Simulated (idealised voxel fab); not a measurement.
The document below concerns the process module designated voxel self aligned contacts.
For reference, the cross-section in this document is cut, with width 230 nm and square cells of 5 nm.
Cross-section layout: square cells on a grid; listed as bands, top to bottom; a band spans one or more cell rows. Basically the band line says how high the top is and how high the bottom is, in nm, and then what's in it from left to right, every material with its width in nm. Empty space shows up as "blank", and if a single material carries "full width" it runs the full band edge to edge. Heights are expressed relative to 0, this being the level below which the as-received wafer comprises one material exclusively. The lowest band is unbounded in the downward direction and is denoted as in "0..down". Width: "30->40" (first number = top row, second number = bottom row, same change from row to row of cells). "no alterations made" after a step means that no cell of the cross-section changed. "Enclosed void catalog" specifies each empty space that is not open to the top and that occupies no fewer than 8 cells, using the form width x height at distance, the distance measured from the left edge and all three quantities in nm. Formally, on a step line, whatever follows the settings is a remark that the simulator itself makes on the step. "overlay nm" denotes, for a step that has a mask, the displacement of the mask to the right of its planned place, with negative values corresponding to the left.
# Process steps (planned)
1) RECEIVE,material Si
2) OXIDIZE,depth nm 5
3) DIRECTIONAL_DEP,material polySi,thk nm 30
4) DIRECTIONAL_DEP,material SiN,thk nm 20
5) MASKED_ETCH,tone cover,mask id GATE,width nm 25,pitch nm 55,etch materials SiN,depth nm 20,overlay nm 0
6) MASKED_ETCH,tone cover,mask id GATE,width nm 25,pitch nm 55,etch materials polySi,depth nm 30,overlay nm 0
7) CONFORMAL_DEP,material SiN,thk nm 5
8) DIRECTIONAL_ETCH,etch materials SiN,depth nm 5
9) FILL_DEP,material SiO2,thk nm 15
10) CMP,height nm 60
11) PATTERN,tone open,mask id CONTACT,material resist,width nm 40,thk nm 15,overlay nm 0
12) DIRECTIONAL_ETCH,etch materials SiO2,depth nm 65
13) STRIP,etch materials resist
14) CONFORMAL_DEP,material TiN,thk nm 5
15) FILL_DEP,material Ru,thk nm 10
16) CMP,height nm 60
17) CONFORMAL_DEP,material SiCN,thk nm 5
# Below: the first of two wafers, run as planned
# Here's what the wafer looked like in cross-section when it arrived - that's after step 1
0..down = Si full width
Enclosed void catalog: none
# Presented here is a cross-section of the wafer after step 2 has been performed
0..-5 = SiO2 full width
For the remainder of the cross-section, below -5, there is no change.
# Presented here is a cross-section of the wafer after step 3 has been performed
30..0 = polySi full width
For the remainder of the cross-section, below 0, there is no change.
# Presented here is a cross-section of the wafer after step 4 has been performed
50..30 = SiN full width
For the remainder of the cross-section, below 30, there is no change.
# Presented here is a cross-section of the wafer after step 5 has been performed
50..30 = blank=75 / SiN=25 / blank=30 / SiN=25 / blank=75
For the remainder of the cross-section, below 30, there is no change.
# Presented here is a cross-section of the wafer after step 6 has been performed
50..30 = blank=75 / SiN=25 / blank=30 / SiN=25 / blank=75
30..0 = blank=75 / polySi=25 / blank=30 / polySi=25 / blank=75
For the remainder of the cross-section, below 0, there is no change.
# Presented here is a cross-section of the wafer after step 7 has been performed
55..30 = blank=70 / SiN=35 / blank=20 / SiN=35 / blank=70
30..5 = blank=70 / SiN=5 / polySi=25 / SiN=5 / blank=20 / SiN=5 / polySi=25 / SiN=5 / blank=70
5..0 = SiN=75 / polySi=25 / SiN=30 / polySi=25 / SiN=75
For the remainder of the cross-section, below 0, there is no change.
# Presented here is a cross-section of the wafer after step 8 has been performed
50..30 = blank=70 / SiN=35 / blank=20 / SiN=35 / blank=70
30..0 = blank=70 / SiN=5 / polySi=25 / SiN=5 / blank=20 / SiN=5 / polySi=25 / SiN=5 / blank=70
For the remainder of the cross-section, below 0, there is no change.
# Presented here is a cross-section of the wafer after step 9 has been performed
65..50 = SiO2 full width
50..30 = SiO2=70 / SiN=35 / SiO2=20 / SiN=35 / SiO2=70
30..0 = SiO2=70 / SiN=5 / polySi=25 / SiN=5 / SiO2=20 / SiN=5 / polySi=25 / SiN=5 / SiO2=70
For the remainder of the cross-section, below 0, there is no change.
# Presented here is a cross-section of the wafer after step 10 has been performed
60..50 = SiO2 full width
For the remainder of the cross-section, below 50, there is no change.
# Presented here is a cross-section of the wafer after step 11 has been performed
75..60 = resist=95 / blank=40 / resist=95
For the remainder of the cross-section, below 60, there is no change.
# Presented here is a cross-section of the wafer after step 12 has been performed
75..60 = resist=95 / blank=40 / resist=95
60..50 = SiO2=95 / blank=40 / SiO2=95
50..30 = SiO2=70 / SiN=35 / blank=20 / SiN=35 / SiO2=70
30..0 = SiO2=70 / SiN=5 / polySi=25 / SiN=5 / blank=20 / SiN=5 / polySi=25 / SiN=5 / SiO2=70
0..-5 = SiO2=105 / blank=20 / SiO2=105
For the remainder of the cross-section, below -5, there is no change.
# Presented here is a cross-section of the wafer after step 13 has been performed
60..50 = SiO2=95 / blank=40 / SiO2=95
For the remainder of the cross-section, below 50, there is no change.
# Presented here is a cross-section of the wafer after step 14 has been performed
65..60 = TiN=100 / blank=30 / TiN=100
60..50 = SiO2=95 / TiN=5->15 / blank=30->10 / TiN=5->15 / SiO2=95
50..30 = SiO2=70 / SiN=35 / TiN=5 / blank=10 / TiN=5 / SiN=35 / SiO2=70
30..0 = SiO2=70 / SiN=5 / polySi=25 / SiN=5 / TiN=5 / blank=10 / TiN=5 / SiN=5 / polySi=25 / SiN=5 / SiO2=70
0..-5 = SiO2=105 / TiN=20 / SiO2=105
For the remainder of the cross-section, below -5, there is no change.
# Presented here is a cross-section of the wafer after step 15 has been performed
75..65 = Ru full width
65..60 = TiN=100 / Ru=30 / TiN=100
60..50 = SiO2=95 / TiN=5->15 / Ru=30->10 / TiN=5->15 / SiO2=95
50..30 = SiO2=70 / SiN=35 / TiN=5 / Ru=10 / TiN=5 / SiN=35 / SiO2=70
30..0 = SiO2=70 / SiN=5 / polySi=25 / SiN=5 / TiN=5 / Ru=10 / TiN=5 / SiN=5 / polySi=25 / SiN=5 / SiO2=70
For the remainder of the cross-section, below 0, there is no change.
# Presented here is a cross-section of the wafer after step 16 has been performed
60..50 = SiO2=95 / TiN=5->15 / Ru=30->10 / TiN=5->15 / SiO2=95
For the remainder of the cross-section, below 50, there is no change.
# Presented here is a cross-section of the wafer after step 17 has been performed
65..60 = SiCN full width
For the remainder of the cross-section, below 60, there is no change.
# Wafer two of the pair: same origin, same plan, one error during the run; identical to wafer one up to and including step 4
# Cross-section of the second wafer corresponding to the planned conclusion of step 5
50..30 = SiN=75 / blank=25 / SiN=30 / blank=25 / SiN=75
For the remainder of the cross-section, below 30, there is no change.
Cross-section of the second wafer corresponding to the planned conclusion of step 6: no alterations made
# Cross-section of the second wafer corresponding to the planned conclusion of step 7
55..35 = SiN=80 / blank=15 / SiN=40 / blank=15 / SiN=80
35..30 = SiN full width
For the remainder of the cross-section, below 30, there is no change.
# Cross-section of the second wafer corresponding to the planned conclusion of step 8
50..30 = SiN=80 / blank=15 / SiN=40 / blank=15 / SiN=80
For the remainder of the cross-section, below 30, there is no change.
# Cross-section of the second wafer corresponding to the planned conclusion of step 9
65..50 = SiO2 full width
50..30 = SiN=80 / SiO2=15 / SiN=40 / SiO2=15 / SiN=80
For the remainder of the cross-section, below 30, there is no change.
# Cross-section of the second wafer corresponding to the planned conclusion of step 10
60..50 = SiO2 full width
For the remainder of the cross-section, below 50, there is no change.
# Cross-section of the second wafer corresponding to the planned conclusion of step 11
75..60 = resist=95 / blank=40 / resist=95
For the remainder of the cross-section, below 60, there is no change.
# Cross-section of the second wafer corresponding to the planned conclusion of step 12
75..60 = resist=95 / blank=40 / resist=95
60..50 = SiO2=95 / blank=40 / SiO2=95
For the remainder of the cross-section, below 50, there is no change.
# Cross-section of the second wafer corresponding to the planned conclusion of step 13
60..50 = SiO2=95 / blank=40 / SiO2=95
For the remainder of the cross-section, below 50, there is no change.
# Cross-section of the second wafer corresponding to the planned conclusion of step 14
65..60 = TiN=100 / blank=30 / TiN=100
60..55 = SiO2=95 / TiN=5 / blank=30 / TiN=5 / SiO2=95
55..50 = SiO2=95 / TiN=40 / SiO2=95
For the remainder of the cross-section, below 50, there is no change.
# Cross-section of the second wafer corresponding to the planned conclusion of step 15
75..65 = Ru full width
65..60 = TiN=100 / Ru=30 / TiN=100
60..55 = SiO2=95 / TiN=5 / Ru=30 / TiN=5 / SiO2=95
For the remainder of the cross-section, below 55, there is no change.
# Cross-section of the second wafer corresponding to the planned conclusion of step 16
60..55 = SiO2=95 / TiN=5 / Ru=30 / TiN=5 / SiO2=95
For the remainder of the cross-section, below 55, there is no change.
# Cross-section of the second wafer corresponding to the planned conclusion of step 17
65..60 = SiCN full width
For the remainder of the cross-section, below 60, there is no change.
In executing the process, a mistake was made relative to the plan: in deviation from the planned setting, step 5 was conducted as MASKED_ETCH,tone open,mask id GATE,width nm 25,pitch nm 55,etch materials SiN,depth nm 20,overlay nm 0
Wrapping up, a cell-based count of both wafers puts the second over or under the first for these materials: 22 fewer of Ru; 80 more of SiN; 252 fewer of SiO2; 22 fewer of TiN; 216 more of polySi
